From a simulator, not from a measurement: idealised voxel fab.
process module | voxel gate over fins
cross-section cut | 250 nm wide | cells 5 nm
A cross-section is a grid of square cells, given in bands from the top down. A band is one or more rows of cells.
Each band's line starts with the height of the band's top and of its bottom, in nm. Then come its materials from left to right, each with its width in nm. One material with "throughout" fills the band from edge to edge. "air" is empty space.
Height 0 is the level under which the wafer as received is all one material. The lowest band goes on downwards, as in "0 down".
A width such as "30 to 40" changes by the same amount from each row of cells to the next, from the band's top row to its bottom row.
"no change" after a step means that no cell of the cross-section changed.
closed voids: empty space of 8 cells or more with no open way to the top, each as width x height at its distance from the left edge, in nm
after a step's settings: what the simulator itself notes on the step
overlay nm, on a step with a mask: how far to the right of its planned place the mask lay; to the left if negative
plan
1 op RECEIVE | material Si
2 op CONFORMAL_DEP | material SiN | thk nm 5
3 op MASKED_ETCH | tone cover | mask id FINS | width nm 15 | pitch nm 35 | etch materials SiN | depth nm 5 | overlay nm 0
4 op MASKED_ETCH | tone cover | mask id FINS | width nm 15 | pitch nm 35 | etch materials Si | depth nm 40 | overlay nm 0
5 op FILL_DEP | material SiO2 | thk nm 15
6 op CMP | height nm 5
7 op SELECTIVE_ETCH | etch materials SiO2 | depth nm 15
8 op STRIP | etch materials SiN
9 op CONFORMAL_DEP | material HfO2 | thk nm 5
10 op CONFORMAL_DEP | material TiN | thk nm 5
11 op FILL_DEP | material W | thk nm 10
12 op CMP | height nm 15
13 op CONFORMAL_DEP | material SiN | thk nm 5
varied across the wafers: thk nm of step 13. The plan shows the first wafer's value. All wafers start alike
first wafer as received, after step 1
  0 down: Si throughout
  closed voids: none
each wafer at the end: cells of each material gained (+) or lost (-) since it was received, then its closed voids
thk nm 5 | +58 HfO2 | -352 Si | +50 SiN | +264 SiO2 | +58 TiN | +122 W | closed voids: none
thk nm 10 | +58 HfO2 | -352 Si | +100 SiN | +264 SiO2 | +58 TiN | +122 W | closed voids: none
thk nm 15 | +58 HfO2 | -352 Si | +150 SiN | +264 SiO2 | +58 TiN | +122 W | closed voids: none
thk nm 20 | +58 HfO2 | -352 Si | +200 SiN | +264 SiO2 | +58 TiN | +122 W | closed voids: none
